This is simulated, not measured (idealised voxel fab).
Presented below is a process module, voxel capacitor over wiring.
Pictured: cross-section cut, 265 nm wide, on a grid of 5 nm square cells.
Think of the cross-section as a grid of square cells. We describe it in bands, top to bottom, and each band covers one or more rows of those cells. Heads up on the band format: heights come first, top then bottom, in nm. After that it's the materials left to right, each with its width in nm. A single material flagged "all across" fills the whole band edge to edge, and "air" means there's empty space there. Beneath 0, the wafer as received is one material, and that level is where height counting begins. The lowest band goes on downward without a bottom; it is written like "0 nm and below". The notation "30 to 40" denotes a width that varies across the rows of cells in the band, beginning at the first number in the top row, finishing at the second number in the bottom row, and changing by an identical amount from each row to the next. Basically "no change" means that step didn't change any cell in the cross-section. The entry "Closed void entries" lists the empty spaces that cover at least 8 cells and have no open path to the top. Each is written as width x height at distance, where the distance is measured from the left edge and all three values are in nm. Whatever follows a step's settings on its line is a remark the simulator itself makes about that step. Among the settings permitted on a step's line is "overlay nm"; applied to a step with a mask, it specifies the extent to which the mask lay to the right of its planned position, whereas a negative figure signifies a position to the left.
## List of planned process steps
1 RECEIVE with material Si
2 CONFORMAL_DEP with material SiO2, thk nm 15
3 CONFORMAL_DEP with material SiN, thk nm 5
4 DIRECTIONAL_DEP with material SiO2, thk nm 20
5 PATTERN with tone open, mask id METAL_1, material resist, width nm 30, pitch nm 80, thk nm 15, overlay nm 0
6 DIRECTIONAL_ETCH with etch materials SiO2, depth nm 20
7 DIRECTIONAL_ETCH with etch materials SiN, depth nm 5
8 STRIP with etch materials resist
9 CONFORMAL_DEP with material TiN, thk nm 5
10 FILL_DEP with material Ru, thk nm 5
11 CMP with height nm 40
12 EPI with material Ru, thk nm 5
13 FILL_DEP with material SiCN, thk nm 5
14 DIRECTIONAL_DEP with material SiO2, thk nm 20
15 MASKED_ETCH with tone open, mask id PLUG_1, width nm 15, etch materials SiO2, depth nm 20, overlay nm 0
16 MASKED_ETCH with tone open, mask id PLUG_1, width nm 15, etch materials SiCN, depth nm 5, overlay nm 0
17 EPI with material Ru, thk nm 10
18 EPI with material Ru, thk nm 10
19 EPI with material Ru, thk nm 5
20 DIRECTIONAL_DEP with material TiN, thk nm 10
21 DIRECTIONAL_DEP with material Al2O3, thk nm 5
22 DIRECTIONAL_DEP with material TiN, thk nm 10
23 DIRECTIONAL_DEP with material aC, thk nm 15
24 PATTERN with tone cover, mask id UPPER_PLATE, material resist, width nm 55, thk nm 30, overlay nm 0
25 DIRECTIONAL_ETCH with etch materials aC, depth nm 15
26 STRIP with etch materials resist
27 DIRECTIONAL_ETCH with etch materials TiN, depth nm 10
28 DIRECTIONAL_ETCH with etch materials Al2O3, depth nm 5
29 STRIP with etch materials aC
30 MASKED_ETCH with tone cover, mask id LOWER_PLATE, width nm 65, etch materials TiN, depth nm 10, overlay nm 0
31 FILL_DEP with material SiO2, thk nm 15
32 CMP with height nm 105
33 DIRECTIONAL_DEP with material aC, thk nm 10
34 PATTERN with tone open, mask id PLUG_2, material resist, width nm 15, thk nm 30, overlay nm 0
35 DIRECTIONAL_ETCH with etch materials aC, depth nm 10
36 STRIP with etch materials resist
37 DIRECTIONAL_ETCH with etch materials SiO2, depth nm 10
38 STRIP with etch materials aC
39 CONFORMAL_DEP with material TiN, thk nm 5
40 FILL_DEP with material Cu, thk nm 5
41 CMP with height nm 105
42 CONFORMAL_DEP with material SiCN, thk nm 5
## First of two wafers: run as planned
## Cross-section of the wafer as it came to us, i.e., already through step 1
  0 nm and below = Si all across
  Closed void entries: none
## Cross-section through the wafer, step 2 finished
  15 nm to 0 nm = SiO2 all across
  Whatever lies below 0 is exactly as it was before.
## Cross-section through the wafer, step 3 finished
  20 nm to 15 nm = SiN all across
  Whatever lies below 15 is exactly as it was before.
## Cross-section through the wafer, step 4 finished
  40 nm to 20 nm = SiO2 all across
  Whatever lies below 20 is exactly as it was before.
## Cross-section through the wafer, step 5 finished
  55 nm to 40 nm = 75 of resist | 30 of air | 50 of resist | 30 of air | 80 of resist
  Whatever lies below 40 is exactly as it was before.
## Cross-section through the wafer, step 6 finished
  55 nm to 40 nm = 75 of resist | 30 of air | 50 of resist | 30 of air | 80 of resist
  40 nm to 20 nm = 75 of SiO2 | 30 of air | 50 of SiO2 | 30 of air | 80 of SiO2
  Whatever lies below 20 is exactly as it was before.
## Cross-section through the wafer, step 7 finished
  55 nm to 40 nm = 75 of resist | 30 of air | 50 of resist | 30 of air | 80 of resist
  40 nm to 20 nm = 75 of SiO2 | 30 of air | 50 of SiO2 | 30 of air | 80 of SiO2
  20 nm to 15 nm = 75 of SiN | 30 of air | 50 of SiN | 30 of air | 80 of SiN
  Whatever lies below 15 is exactly as it was before.
## Cross-section through the wafer, step 8 finished
  40 nm to 20 nm = 75 of SiO2 | 30 of air | 50 of SiO2 | 30 of air | 80 of SiO2
  Whatever lies below 20 is exactly as it was before.
## Cross-section through the wafer, step 9 finished
  45 nm to 40 nm = 80 of TiN | 20 of air | 60 of TiN | 20 of air | 85 of TiN
  40 nm to 20 nm = 75 of SiO2 | 5 of TiN | 20 of air | 5 of TiN | 50 of SiO2 | 5 of TiN | 20 of air | 5 of TiN | 80 of SiO2
  20 nm to 15 nm = 75 of SiN | 30 of TiN | 50 of SiN | 30 of TiN | 80 of SiN
  Whatever lies below 15 is exactly as it was before.
## Cross-section through the wafer, step 10 finished
  50 nm to 45 nm = Ru all across
  45 nm to 40 nm = 80 of TiN | 20 of Ru | 60 of TiN | 20 of Ru | 85 of TiN
  40 nm to 20 nm = 75 of SiO2 | 5 of TiN | 20 of Ru | 5 of TiN | 50 of SiO2 | 5 of TiN | 20 of Ru | 5 of TiN | 80 of SiO2
  Whatever lies below 20 is exactly as it was before.
## Cross-section through the wafer, step 11 finished
  40 nm to 20 nm = 75 of SiO2 | 5 of TiN | 20 of Ru | 5 of TiN | 50 of SiO2 | 5 of TiN | 20 of Ru | 5 of TiN | 80 of SiO2
  Whatever lies below 20 is exactly as it was before.
## Cross-section through the wafer, step 12 finished
  45 nm to 40 nm = 70 of air | 40 of Ru | 40 of air | 40 of Ru | 75 of air
  Whatever lies below 40 is exactly as it was before.
## Cross-section through the wafer, step 13 finished
  50 nm to 45 nm = SiCN all across
  45 nm to 40 nm = 70 of SiCN | 40 of Ru | 40 of SiCN | 40 of Ru | 75 of SiCN
  Whatever lies below 40 is exactly as it was before.
## Cross-section through the wafer, step 14 finished
  70 nm to 50 nm = SiO2 all across
  Whatever lies below 50 is exactly as it was before.
## Cross-section through the wafer, step 15 finished
  70 nm to 50 nm = 90 of SiO2 | 15 of air | 160 of SiO2
  Whatever lies below 50 is exactly as it was before.
## Cross-section through the wafer, step 16 finished
  70 nm to 50 nm = 90 of SiO2 | 15 of air | 160 of SiO2
  50 nm to 45 nm = 90 of SiCN | 15 of air | 160 of SiCN
  Whatever lies below 45 is exactly as it was before.
## Cross-section through the wafer, step 17 finished
  70 nm to 55 nm = 90 of SiO2 | 15 of air | 160 of SiO2
  55 nm to 50 nm = 90 of SiO2 | 15 of Ru | 160 of SiO2
  50 nm to 45 nm = 90 of SiCN | 15 of Ru | 160 of SiCN
  Whatever lies below 45 is exactly as it was before.
## Cross-section through the wafer, step 18 finished
  70 nm to 65 nm = 90 of SiO2 | 15 of air | 160 of SiO2
  65 nm to 50 nm = 90 of SiO2 | 15 of Ru | 160 of SiO2
  Whatever lies below 50 is exactly as it was before.
## Cross-section through the wafer, step 19 finished
  70 nm to 50 nm = 90 of SiO2 | 15 of Ru | 160 of SiO2
  Whatever lies below 50 is exactly as it was before.
## Cross-section through the wafer, step 20 finished
  80 nm to 70 nm = TiN all across
  Whatever lies below 70 is exactly as it was before.
## Cross-section through the wafer, step 21 finished
  85 nm to 80 nm = Al2O3 all across
  Whatever lies below 80 is exactly as it was before.
## Cross-section through the wafer, step 22 finished
  95 nm to 85 nm = TiN all across
  Whatever lies below 85 is exactly as it was before.
## Cross-section through the wafer, step 23 finished
  110 nm to 95 nm = aC all across
  Whatever lies below 95 is exactly as it was before.
## Cross-section through the wafer, step 24 finished
  140 nm to 110 nm = 90 of air | 55 of resist | 120 of air
  Whatever lies below 110 is exactly as it was before.
## Cross-section through the wafer, step 25 finished
  125 nm to 110 nm = 90 of air | 55 of resist | 120 of air
  110 nm to 95 nm = 90 of air | 55 of aC | 120 of air
  Whatever lies below 95 is exactly as it was before.
## Cross-section through the wafer, step 26 finished
  110 nm to 95 nm = 90 of air | 55 of aC | 120 of air
  Whatever lies below 95 is exactly as it was before.
## Cross-section through the wafer, step 27 finished
  110 nm to 95 nm = 90 of air | 55 of aC | 120 of air
  95 nm to 85 nm = 90 of air | 55 of TiN | 120 of air
  Whatever lies below 85 is exactly as it was before.
## Cross-section through the wafer, step 28 finished
  110 nm to 95 nm = 90 of air | 55 of aC | 120 of air
  95 nm to 85 nm = 90 of air | 55 of TiN | 120 of air
  85 nm to 80 nm = 90 of air | 55 of Al2O3 | 120 of air
  Whatever lies below 80 is exactly as it was before.
## Cross-section through the wafer, step 29 finished
  95 nm to 85 nm = 90 of air | 55 of TiN | 120 of air
  Whatever lies below 85 is exactly as it was before.
## Cross-section through the wafer, step 30 finished
  95 nm to 85 nm = 90 of air | 55 of TiN | 120 of air
  85 nm to 80 nm = 90 of air | 55 of Al2O3 | 120 of air
  80 nm to 70 nm = 85 of air | 65 of TiN | 115 of air
  Whatever lies below 70 is exactly as it was before.
## Cross-section through the wafer, step 31 finished
  110 nm to 95 nm = SiO2 all across
  95 nm to 85 nm = 90 of SiO2 | 55 of TiN | 120 of SiO2
  85 nm to 80 nm = 90 of SiO2 | 55 of Al2O3 | 120 of SiO2
  80 nm to 70 nm = 85 of SiO2 | 65 of TiN | 115 of SiO2
  Whatever lies below 70 is exactly as it was before.
## Cross-section through the wafer, step 32 finished
  105 nm to 95 nm = SiO2 all across
  Whatever lies below 95 is exactly as it was before.
## Cross-section through the wafer, step 33 finished
  115 nm to 105 nm = aC all across
  Whatever lies below 105 is exactly as it was before.
## Cross-section through the wafer, step 34 finished
  145 nm to 115 nm = 100 of resist | 15 of air | 150 of resist
  Whatever lies below 115 is exactly as it was before.
## Cross-section through the wafer, step 35 finished
  135 nm to 115 nm = 100 of resist | 15 of air | 150 of resist
  115 nm to 105 nm = 100 of aC | 15 of air | 150 of aC
  Whatever lies below 105 is exactly as it was before.
## Cross-section through the wafer, step 36 finished
  115 nm to 105 nm = 100 of aC | 15 of air | 150 of aC
  Whatever lies below 105 is exactly as it was before.
## Cross-section through the wafer, step 37 finished
  115 nm to 105 nm = 100 of aC | 15 of air | 150 of aC
  105 nm to 95 nm = 100 of SiO2 | 15 of air | 150 of SiO2
  Whatever lies below 95 is exactly as it was before.
## Cross-section through the wafer, step 38 finished
  105 nm to 95 nm = 100 of SiO2 | 15 of air | 150 of SiO2
  Whatever lies below 95 is exactly as it was before.
## Cross-section through the wafer, step 39 finished
  110 nm to 105 nm = 105 of TiN | 5 of air | 155 of TiN
  105 nm to 100 nm = 100 of SiO2 | 5 of TiN | 5 of air | 5 of TiN | 150 of SiO2
  100 nm to 95 nm = 100 of SiO2 | 15 of TiN | 150 of SiO2
  Whatever lies below 95 is exactly as it was before.
## Cross-section through the wafer, step 40 finished
  115 nm to 110 nm = Cu all across
  110 nm to 105 nm = 105 of TiN | 5 of Cu | 155 of TiN
  105 nm to 100 nm = 100 of SiO2 | 5 of TiN | 5 of Cu | 5 of TiN | 150 of SiO2
  Whatever lies below 100 is exactly as it was before.
## Cross-section through the wafer, step 41 finished
  105 nm to 100 nm = 100 of SiO2 | 5 of TiN | 5 of Cu | 5 of TiN | 150 of SiO2
  Whatever lies below 100 is exactly as it was before.
## Cross-section through the wafer, step 42 finished
  110 nm to 105 nm = SiCN all across
  Whatever lies below 105 is exactly as it was before.
## Regarding the second of the two wafers: it shared the first wafer's starting condition and process plan, yet one error occurred during its execution. Its history coincides with that of the first wafer up to and including step 13
## Cross-section of the second wafer corresponding to the planned conclusion of step 14
  90 nm to 50 nm = SiO2 all across
  Whatever lies below 50 is exactly as it was before.
## Cross-section of the second wafer corresponding to the planned conclusion of step 15
  90 nm to 70 nm = 90 of SiO2 | 15 of air | 160 of SiO2
  Whatever lies below 70 is exactly as it was before.
Cross-section of the second wafer corresponding to the planned conclusion of step 16: no change
Cross-section of the second wafer corresponding to the planned conclusion of step 17: no change
Cross-section of the second wafer corresponding to the planned conclusion of step 18: no change
Cross-section of the second wafer corresponding to the planned conclusion of step 19: no change
## Cross-section of the second wafer corresponding to the planned conclusion of step 20
  100 nm to 90 nm = 90 of TiN | 15 of air | 160 of TiN
  90 nm to 80 nm = 90 of SiO2 | 15 of air | 160 of SiO2
  80 nm to 70 nm = 90 of SiO2 | 15 of TiN | 160 of SiO2
  Whatever lies below 70 is exactly as it was before.
## Cross-section of the second wafer corresponding to the planned conclusion of step 21
  105 nm to 100 nm = 90 of Al2O3 | 15 of air | 160 of Al2O3
  100 nm to 90 nm = 90 of TiN | 15 of air | 160 of TiN
  90 nm to 85 nm = 90 of SiO2 | 15 of air | 160 of SiO2
  85 nm to 80 nm = 90 of SiO2 | 15 of Al2O3 | 160 of SiO2
  Whatever lies below 80 is exactly as it was before.
## Cross-section of the second wafer corresponding to the planned conclusion of step 22
  115 nm to 105 nm = 90 of TiN | 15 of air | 160 of TiN
  105 nm to 100 nm = 90 of Al2O3 | 15 of air | 160 of Al2O3
  100 nm to 95 nm = 90 of TiN | 15 of air | 160 of TiN
  95 nm to 90 nm = TiN all across
  90 nm to 85 nm = 90 of SiO2 | 15 of TiN | 160 of SiO2
  Whatever lies below 85 is exactly as it was before.
## Cross-section of the second wafer corresponding to the planned conclusion of step 23
  130 nm to 115 nm = 90 of aC | 15 of air | 160 of aC
  115 nm to 110 nm = 90 of TiN | 15 of air | 160 of TiN
  110 nm to 105 nm = 90 of TiN | 15 of aC | 160 of TiN
  105 nm to 100 nm = 90 of Al2O3 | 15 of aC | 160 of Al2O3
  100 nm to 95 nm = 90 of TiN | 15 of aC | 160 of TiN
  Whatever lies below 95 is exactly as it was before.
## Cross-section of the second wafer corresponding to the planned conclusion of step 24
  160 nm to 130 nm = 90 of air | 55 of resist | 120 of air
  130 nm to 115 nm = 90 of aC | 15 of resist | 160 of aC
  115 nm to 110 nm = 90 of TiN | 15 of resist | 160 of TiN
  Whatever lies below 110 is exactly as it was before.
## Cross-section of the second wafer corresponding to the planned conclusion of step 25
  145 nm to 130 nm = 90 of air | 55 of resist | 120 of air
  130 nm to 115 nm = 90 of air | 15 of resist | 40 of aC | 120 of air
  Whatever lies below 115 is exactly as it was before.
## Cross-section of the second wafer corresponding to the planned conclusion of step 26
  130 nm to 115 nm = 105 of air | 40 of aC | 120 of air
  115 nm to 110 nm = 90 of TiN | 15 of air | 160 of TiN
  Whatever lies below 110 is exactly as it was before.
## Cross-section of the second wafer corresponding to the planned conclusion of step 27
  130 nm to 115 nm = 105 of air | 40 of aC | 120 of air
  115 nm to 110 nm = 105 of air | 40 of TiN | 120 of air
  110 nm to 105 nm = 90 of air | 15 of aC | 40 of TiN | 120 of air
  Whatever lies below 105 is exactly as it was before.
## Cross-section of the second wafer corresponding to the planned conclusion of step 28
  130 nm to 115 nm = 105 of air | 40 of aC | 120 of air
  115 nm to 110 nm = 105 of air | 40 of TiN | 120 of air
  110 nm to 105 nm = 90 of air | 15 of aC | 40 of TiN | 120 of air
  105 nm to 100 nm = 90 of air | 15 of aC | 40 of Al2O3 | 120 of air
  Whatever lies below 100 is exactly as it was before.
## Cross-section of the second wafer corresponding to the planned conclusion of step 29
  115 nm to 105 nm = 105 of air | 40 of TiN | 120 of air
  105 nm to 100 nm = 105 of air | 40 of Al2O3 | 120 of air
  100 nm to 95 nm = 90 of TiN | 15 of air | 160 of TiN
  Whatever lies below 95 is exactly as it was before.
## Cross-section of the second wafer corresponding to the planned conclusion of step 30
  115 nm to 105 nm = 105 of air | 40 of TiN | 120 of air
  105 nm to 100 nm = 105 of air | 40 of Al2O3 | 120 of air
  100 nm to 95 nm = 85 of air | 5 of TiN | 15 of air | 45 of TiN | 115 of air
  95 nm to 90 nm = 85 of air | 65 of TiN | 115 of air
  Whatever lies below 90 is exactly as it was before.
## Cross-section of the second wafer corresponding to the planned conclusion of step 31
  130 nm to 115 nm = SiO2 all across
  115 nm to 105 nm = 105 of SiO2 | 40 of TiN | 120 of SiO2
  105 nm to 100 nm = 105 of SiO2 | 40 of Al2O3 | 120 of SiO2
  100 nm to 95 nm = 85 of SiO2 | 5 of TiN | 15 of SiO2 | 45 of TiN | 115 of SiO2
  95 nm to 85 nm = 85 to 90 of SiO2 | 65 to 15 of TiN | 115 to 160 of SiO2
  Whatever lies below 85 is exactly as it was before.
## Cross-section of the second wafer corresponding to the planned conclusion of step 32
  105 nm to 100 nm = 105 of SiO2 | 40 of Al2O3 | 120 of SiO2
  Whatever lies below 100 is exactly as it was before.
## Cross-section of the second wafer corresponding to the planned conclusion of step 33
  115 nm to 105 nm = aC all across
  Whatever lies below 105 is exactly as it was before.
## Cross-section of the second wafer corresponding to the planned conclusion of step 34
  145 nm to 115 nm = 100 of resist | 15 of air | 150 of resist
  Whatever lies below 115 is exactly as it was before.
## Cross-section of the second wafer corresponding to the planned conclusion of step 35
  135 nm to 115 nm = 100 of resist | 15 of air | 150 of resist
  115 nm to 105 nm = 100 of aC | 15 of air | 150 of aC
  Whatever lies below 105 is exactly as it was before.
## Cross-section of the second wafer corresponding to the planned conclusion of step 36
  115 nm to 105 nm = 100 of aC | 15 of air | 150 of aC
  Whatever lies below 105 is exactly as it was before.
## Cross-section of the second wafer corresponding to the planned conclusion of step 37
  115 nm to 105 nm = 100 of aC | 15 of air | 150 of aC
  105 nm to 100 nm = 100 of SiO2 | 5 of air | 40 of Al2O3 | 120 of SiO2
  100 nm to 95 nm = 85 of SiO2 | 5 of TiN | 10 of SiO2 | 5 of air | 45 of TiN | 115 of SiO2
  Whatever lies below 95 is exactly as it was before.
## Cross-section of the second wafer corresponding to the planned conclusion of step 38
  105 nm to 100 nm = 100 of SiO2 | 5 of air | 40 of Al2O3 | 120 of SiO2
  Whatever lies below 100 is exactly as it was before.
## Cross-section of the second wafer corresponding to the planned conclusion of step 39
  110 nm to 105 nm = TiN all across
  105 nm to 100 nm = 100 of SiO2 | 5 of TiN | 40 of Al2O3 | 120 of SiO2
  100 nm to 95 nm = 85 of SiO2 | 5 of TiN | 10 of SiO2 | 50 of TiN | 115 of SiO2
  Whatever lies below 95 is exactly as it was before.
## Cross-section of the second wafer corresponding to the planned conclusion of step 40
  115 nm to 110 nm = Cu all across
  Whatever lies below 110 is exactly as it was before.
## Cross-section of the second wafer corresponding to the planned conclusion of step 41
  105 nm to 100 nm = 100 of SiO2 | 5 of TiN | 40 of Al2O3 | 120 of SiO2
  Whatever lies below 100 is exactly as it was before.
## Cross-section of the second wafer corresponding to the planned conclusion of step 42
  110 nm to 105 nm = SiCN all across
  Whatever lies below 105 is exactly as it was before.
Nonconformance to the process plan: step 14 of the plan saw execution twice
The closing comparison, in cells, has the second wafer with more or fewer of some materials than the first: -1 Cu, -15 Ru, +3 SiCN, +32 SiO2, -19 TiN
